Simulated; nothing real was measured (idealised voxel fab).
process module | voxel transistor to metal
cross-section cut | 205 nm wide | cells 5 nm
A cross-section is a grid of square cells, given in bands from the top down. A band is one or more rows of cells.
Each band's line starts with the height of the band's top and of its bottom, in nm. Then come its materials from left to right, each with its width in nm. One material with "throughout" fills the band from edge to edge. "air" is empty space.
Height 0 is the level under which the wafer as received is all one material. The lowest band goes on downwards, as in "0 down".
A width such as "30 to 40" changes by the same amount from each row of cells to the next, from the band's top row to its bottom row.
"no change" after a step means that no cell of the cross-section changed.
closed voids: empty space of 8 cells or more with no open way to the top, each as width x height at its distance from the left edge, in nm
after a step's settings: what the simulator itself notes on the step
overlay nm, on a step with a mask: how far to the right of its planned place the mask lay; to the left if negative
plan
1 op RECEIVE | material Si
2 op CONFORMAL_DEP | material SiO2 | thk nm 5
3 op CONFORMAL_DEP | material SiN | thk nm 15
4 op DIRECTIONAL_DEP | material aC | thk nm 15
5 op PATTERN | tone cover | mask id ACTIVE | material resist | width nm 105 | thk nm 30 | overlay nm 0
6 op DIRECTIONAL_ETCH | etch materials aC | depth nm 15
7 op STRIP | etch materials resist
8 op DIRECTIONAL_ETCH | etch materials SiN | depth nm 15
9 op DIRECTIONAL_ETCH | etch materials SiO2 | depth nm 5
10 op DIRECTIONAL_ETCH | etch materials Si | depth nm 35
11 op STRIP | etch materials aC
12 op FILL_DEP | material SiO2 | thk nm 15
13 op CMP | height nm 20
14 op SELECTIVE_ETCH | etch materials SiO2 | depth nm 15
15 op STRIP | etch materials SiN
16 op SELECTIVE_ETCH | etch materials SiO2 | depth nm 5
17 op OXIDIZE | depth nm 5
18 op DIRECTIONAL_DEP | material polySi | thk nm 20
19 op DIRECTIONAL_DEP | material SiCN | thk nm 10
20 op MASKED_ETCH | tone cover | mask id GATE | width nm 25 | etch materials SiCN | depth nm 20 | overlay nm 0
21 op MASKED_ETCH | tone cover | mask id GATE | width nm 25 | etch materials polySi | depth nm 30 | overlay nm 0
22 op CONFORMAL_DEP | material SiO2 | thk nm 5
23 op DIRECTIONAL_ETCH | etch materials SiO2 | depth nm 5
24 op CONFORMAL_DEP | material SiN | thk nm 10
25 op DIRECTIONAL_ETCH | etch materials SiN | depth nm 10
26 op DIRECTIONAL_ETCH | etch materials SiO2 | depth nm 5
27 op DIRECTIONAL_ETCH | etch materials Si | depth nm 15
28 op EPI | material nSi | thk nm 15
29 op FILL_DEP | material SiO2 | thk nm 5
30 op CMP | height nm 30
31 op DIRECTIONAL_DEP | material SiO2 | thk nm 15
32 op PATTERN | tone open | mask id CONTACT | material resist | width nm 25 | pitch nm 60 | thk nm 20 | overlay nm 0
33 op DIRECTIONAL_ETCH | etch materials SiO2 | depth nm 35
34 op STRIP | etch materials resist
35 op CONFORMAL_DEP | material TiN | thk nm 5
36 op FILL_DEP | material Ru | thk nm 5
37 op CMP | height nm 45
38 op DIRECTIONAL_DEP | material TiN | thk nm 5
39 op DIRECTIONAL_DEP | material Ru | thk nm 20
40 op PATTERN | tone cover | mask id METAL_1 | material resist | width nm 15 | pitch nm 70 | thk nm 20 | overlay nm 0
41 op DIRECTIONAL_ETCH | etch materials Ru | depth nm 20
42 op DIRECTIONAL_ETCH | etch materials TiN | depth nm 5
43 op STRIP | etch materials resist
44 op CONFORMAL_DEP | material SiN | thk nm 5
45 op FILL_DEP | material SiO2 | thk nm 5
46 op CMP | height nm 70
47 op CONFORMAL_DEP | material SiN | thk nm 5
as received, after step 1
  0 down: Si throughout
  closed voids: none
first wafer at the end, as planned
  75 to 70: SiN throughout
  70 to 50: SiO2 55 | SiN 5 | Ru 15 | SiN 5 | SiO2 45 | SiN 5 | Ru 15 | SiN 5 | SiO2 55
  50 to 45: SiN 60 | TiN 15 | SiN 55 | TiN 15 | SiN 60
  45 to 35: SiO2 60 | TiN 5 | Ru 15 | TiN 5 | SiO2 35 | TiN 5 | Ru 15 | TiN 5 | SiO2 60
  35 to 30: SiO2 60 | TiN 5 | Ru 5 | TiN 15 | SiO2 35 | TiN 15 | Ru 5 | TiN 5 | SiO2 60
  30 to 20: SiO2 60 | TiN 5 | Ru 5 | TiN 5 | SiN 10 | SiO2 5 | SiCN 25 | SiO2 5 | SiN 10 | TiN 5 | Ru 5 | TiN 5 | SiO2 60
  20 to 15: SiO2 60 | TiN 5 | Ru 5 | TiN 5 | SiN 10 | SiO2 5 | polySi 25 | SiO2 5 | SiN 10 | TiN 5 | Ru 5 | TiN 5 | SiO2 60
  15 to 10: SiO2 60 | TiN 15 | SiN 10 | SiO2 5 | polySi 25 | SiO2 5 | SiN 10 | TiN 15 | SiO2 60
  10 to 0: SiO2 60 | nSi 15 | SiN 10 | SiO2 5 | polySi 25 | SiO2 5 | SiN 10 | nSi 15 | SiO2 60
  0 to -5: SiO2 60 | nSi 15 | SiO2 55 | nSi 15 | SiO2 60
  -5 to -20: SiO2 50 | nSi 25 | Si 55 | nSi 25 | SiO2 50
  -20 to -35: SiO2 50 | Si 105 | SiO2 50
  -35 down: Si throughout
  closed voids: none
second wafer at the end: like start, like plan, one mistake
  75 to 70: SiN throughout
  70 to 65: SiN 60 | TiN 15 | SiN 55 | TiN 15 | SiN 60
  65 to 45: Ru throughout
  45 to 35: SiO2 60 | TiN 5 | Ru 15 | TiN 5 | SiO2 35 | TiN 5 | Ru 15 | TiN 5 | SiO2 60
  35 to 30: SiO2 60 | TiN 5 | Ru 5 | TiN 15 | SiO2 35 | TiN 15 | Ru 5 | TiN 5 | SiO2 60
  30 to 20: SiO2 60 | TiN 5 | Ru 5 | TiN 5 | SiN 10 | SiO2 5 | SiCN 25 | SiO2 5 | SiN 10 | TiN 5 | Ru 5 | TiN 5 | SiO2 60
  20 to 15: SiO2 60 | TiN 5 | Ru 5 | TiN 5 | SiN 10 | SiO2 5 | polySi 25 | SiO2 5 | SiN 10 | TiN 5 | Ru 5 | TiN 5 | SiO2 60
  15 to 10: SiO2 60 | TiN 15 | SiN 10 | SiO2 5 | polySi 25 | SiO2 5 | SiN 10 | TiN 15 | SiO2 60
  10 to 0: SiO2 60 | nSi 15 | SiN 10 | SiO2 5 | polySi 25 | SiO2 5 | SiN 10 | nSi 15 | SiO2 60
  0 to -5: SiO2 60 | nSi 15 | SiO2 55 | nSi 15 | SiO2 60
  -5 to -20: SiO2 50 | nSi 25 | Si 55 | nSi 25 | SiO2 50
  -20 to -35: SiO2 50 | Si 105 | SiO2 50
  -35 down: Si throughout
  closed voids: none
what went wrong: steps 38 and 39 were swapped
at the end the second wafer has, in cells: 140 more of Ru | 16 fewer of SiN | 124 fewer of SiO2
